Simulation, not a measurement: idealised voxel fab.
process module | voxel self aligned vias
cross-section cut | 210 nm wide | cells 5 nm
A cross-section is a grid of square cells, given in bands from the top down. A band is one or more rows of cells.
Each band's line starts with the height of the band's top and of its bottom, in nm. Then come its materials from left to right, each with its width in nm. One material with "throughout" fills the band from edge to edge. "air" is empty space.
Height 0 is the level under which the wafer as received is all one material. The lowest band goes on downwards, as in "0 down".
A width such as "30 to 40" changes by the same amount from each row of cells to the next, from the band's top row to its bottom row.
"no change" after a step means that no cell of the cross-section changed.
closed voids: empty space of 8 cells or more with no open way to the top, each as width x height at its distance from the left edge, in nm
after a step's settings: what the simulator itself notes on the step
overlay nm, on a step with a mask: how far to the right of its planned place the mask lay; to the left if negative
plan
1 op RECEIVE | material Si
2 op CONFORMAL_DEP | material SiO2 | thk nm 15
3 op CONFORMAL_DEP | material SiCN | thk nm 5
4 op DIRECTIONAL_DEP | material SiO2 | thk nm 20
5 op PATTERN | tone open | mask id LINES | material resist | width nm 30 | pitch nm 80 | thk nm 15 | overlay nm 0
6 op DIRECTIONAL_ETCH | etch materials SiO2 | depth nm 20
7 op STRIP | etch materials resist
8 op CONFORMAL_DEP | material TiN | thk nm 5
9 op FILL_DEP | material Ru | thk nm 5
10 op CMP | height nm 40
11 op SELECTIVE_ETCH | etch materials W Ru TiN | depth nm 5
12 op FILL_DEP | material SiN | thk nm 10
13 op CMP | height nm 40
14 op DIRECTIONAL_DEP | material SiO2 | thk nm 15
15 op MASKED_ETCH | tone open | mask id VIAS | width nm 50 | pitch nm 80 | etch materials SiO2 | depth nm 15 | overlay nm 0
16 op MASKED_ETCH | tone open | mask id VIAS | width nm 50 | pitch nm 80 | etch materials SiN | depth nm 5 | overlay nm 0
17 op CONFORMAL_DEP | material TiN | thk nm 5
18 op FILL_DEP | material Cu | thk nm 5
19 op CMP | height nm 55
20 op CONFORMAL_DEP | material SiCN | thk nm 5
as received, after step 1
  0 down: Si throughout
  closed voids: none
a wafer at the end: this start, this plan, one mistake
  60 to 55: SiCN throughout
  55 to 45: SiO2 35 | TiN 5 | Cu 50 | TiN 5 | SiO2 20 | TiN 5 | Cu 50 | TiN 5 | SiO2 35
  45 to 40: SiO2 35 | TiN 20 | Cu 20 | TiN 20 | SiO2 20 | TiN 20 | Cu 20 | TiN 20 | SiO2 35
  40 to 35: SiO2 50 | TiN 30 | SiO2 50 | TiN 30 | SiO2 50
  35 to 25: SiO2 50 | TiN 5 | Ru 20 | TiN 5 | SiO2 50 | TiN 5 | Ru 20 | TiN 5 | SiO2 50
  25 to 20: SiO2 50 | TiN 30 | SiO2 50 | TiN 30 | SiO2 50
  20 to 15: SiCN throughout
  15 to 0: SiO2 throughout
  0 down: Si throughout
  closed voids: none
what went wrong: step 15 ran as: op MASKED_ETCH | tone open | mask id VIAS | width nm 60 | pitch nm 80 | etch materials SiO2 | depth nm 15 | overlay nm 0
